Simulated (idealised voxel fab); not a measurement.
process module | voxel ribs on slabs
cross-section cut | 150 nm wide | cells 5 nm
A cross-section is a grid of square cells, given in bands from the top down. A band is one or more rows of cells.
Each band's line starts with the height of the band's top and of its bottom, in nm. Then come its materials from left to right, each with its width in nm. One material with "throughout" fills the band from edge to edge. "air" is empty space.
Height 0 is the level under which the wafer as received is all one material. The lowest band goes on downwards, as in "0 down".
A width such as "30 to 40" changes by the same amount from each row of cells to the next, from the band's top row to its bottom row.
"no change" after a step means that no cell of the cross-section changed.
closed voids: empty space of 8 cells or more with no open way to the top, each as width x height at its distance from the left edge, in nm
after a step's settings: what the simulator itself notes on the step
overlay nm, on a step with a mask: how far to the right of its planned place the mask lay; to the left if negative
plan
1 op RECEIVE | material Si
2 op DIRECTIONAL_DEP | material SiO2 | thk nm 25
3 op DIRECTIONAL_DEP | material polySi | thk nm 15
4 op DIRECTIONAL_DEP | material aC | thk nm 10
5 op PATTERN | tone cover | mask id RIB | material resist | width nm 25 | thk nm 25 | overlay nm 0
6 op DIRECTIONAL_ETCH | etch materials aC | depth nm 10
7 op STRIP | etch materials resist
8 op DIRECTIONAL_ETCH | etch materials polySi | depth nm 10
9 op STRIP | etch materials aC
10 op PATTERN | tone cover | mask id SLAB | material resist | width nm 85 | thk nm 20 | overlay nm 0
11 op DIRECTIONAL_ETCH | etch materials polySi | depth nm 5
12 op STRIP | etch materials resist
13 op FILL_DEP | material SiO2 | thk nm 25
14 op CMP | height nm 60
15 op DIRECTIONAL_DEP | material W | thk nm 5
16 op DIRECTIONAL_DEP | material aC | thk nm 15
17 op PATTERN | tone cover | mask id HEATER | material resist | width nm 35 | thk nm 30 | overlay nm 0
18 op DIRECTIONAL_ETCH | etch materials aC | depth nm 15
19 op STRIP | etch materials resist
20 op DIRECTIONAL_ETCH | etch materials W | depth nm 5
21 op STRIP | etch materials aC
22 op CONFORMAL_DEP | material SiO2 | thk nm 5
first wafer, as planned
as received, after step 1
  0 down: Si throughout
  closed voids: none
after step 2
  25 to 0: SiO2 throughout
  below 0: unchanged
after step 3
  40 to 25: polySi throughout
  below 25: unchanged
after step 4
  50 to 40: aC throughout
  below 40: unchanged
after step 5
  75 to 50: air 60 | resist 25 | air 65
  below 50: unchanged
after step 6
  65 to 50: air 60 | resist 25 | air 65
  50 to 40: air 60 | aC 25 | air 65
  below 40: unchanged
after step 7
  50 to 40: air 60 | aC 25 | air 65
  below 40: unchanged
after step 8
  50 to 40: air 60 | aC 25 | air 65
  40 to 30: air 60 | polySi 25 | air 65
  below 30: unchanged
after step 9
  40 to 30: air 60 | polySi 25 | air 65
  below 30: unchanged
after step 10
  60 to 40: air 30 | resist 85 | air 35
  40 to 30: air 30 | resist 30 | polySi 25 | resist 30 | air 35
  below 30: unchanged
after step 11
  60 to 40: air 30 | resist 85 | air 35
  40 to 30: air 30 | resist 30 | polySi 25 | resist 30 | air 35
  30 to 25: air 30 | polySi 85 | air 35
  below 25: unchanged
after step 12
  40 to 30: air 60 | polySi 25 | air 65
  below 30: unchanged
after step 13
  65 to 40: SiO2 throughout
  40 to 30: SiO2 60 | polySi 25 | SiO2 65
  30 to 25: SiO2 30 | polySi 85 | SiO2 35
  below 25: unchanged
after step 14
  60 to 40: SiO2 throughout
  below 40: unchanged
after step 15
  65 to 60: W throughout
  below 60: unchanged
after step 16
  80 to 65: aC throughout
  below 65: unchanged
after step 17
  110 to 80: air 55 | resist 35 | air 60
  below 80: unchanged
after step 18
  95 to 80: air 55 | resist 35 | air 60
  80 to 65: air 55 | aC 35 | air 60
  below 65: unchanged
after step 19
  80 to 65: air 55 | aC 35 | air 60
  below 65: unchanged
after step 20
  80 to 65: air 55 | aC 35 | air 60
  65 to 60: air 55 | W 35 | air 60
  below 60: unchanged
after step 21
  65 to 60: air 55 | W 35 | air 60
  below 60: unchanged
after step 22
  70 to 65: air 50 | SiO2 45 | air 55
  65 to 60: SiO2 55 | W 35 | SiO2 60
  below 60: unchanged
second wafer: like start, like plan, one mistake. Through step 15 it matches the first wafer
when step 16 should have ended
  80 to 65: SiO2 throughout
  below 65: unchanged
when step 17 should have ended
  110 to 80: air 55 | resist 35 | air 60
  below 80: unchanged
when step 18 should have ended
  95 to 80: air 55 | resist 35 | air 60
  below 80: unchanged
when step 19 should have ended
  80 to 65: SiO2 throughout
  below 65: unchanged
when step 20 should have ended: no change
when step 21 should have ended: no change
when step 22 should have ended
  85 to 65: SiO2 throughout
  below 65: unchanged
what went wrong: step 16 ran as: op DIRECTIONAL_DEP | material SiO2 | thk nm 15
at the end the second wafer has, in cells: 88 more of SiO2 | 23 more of W
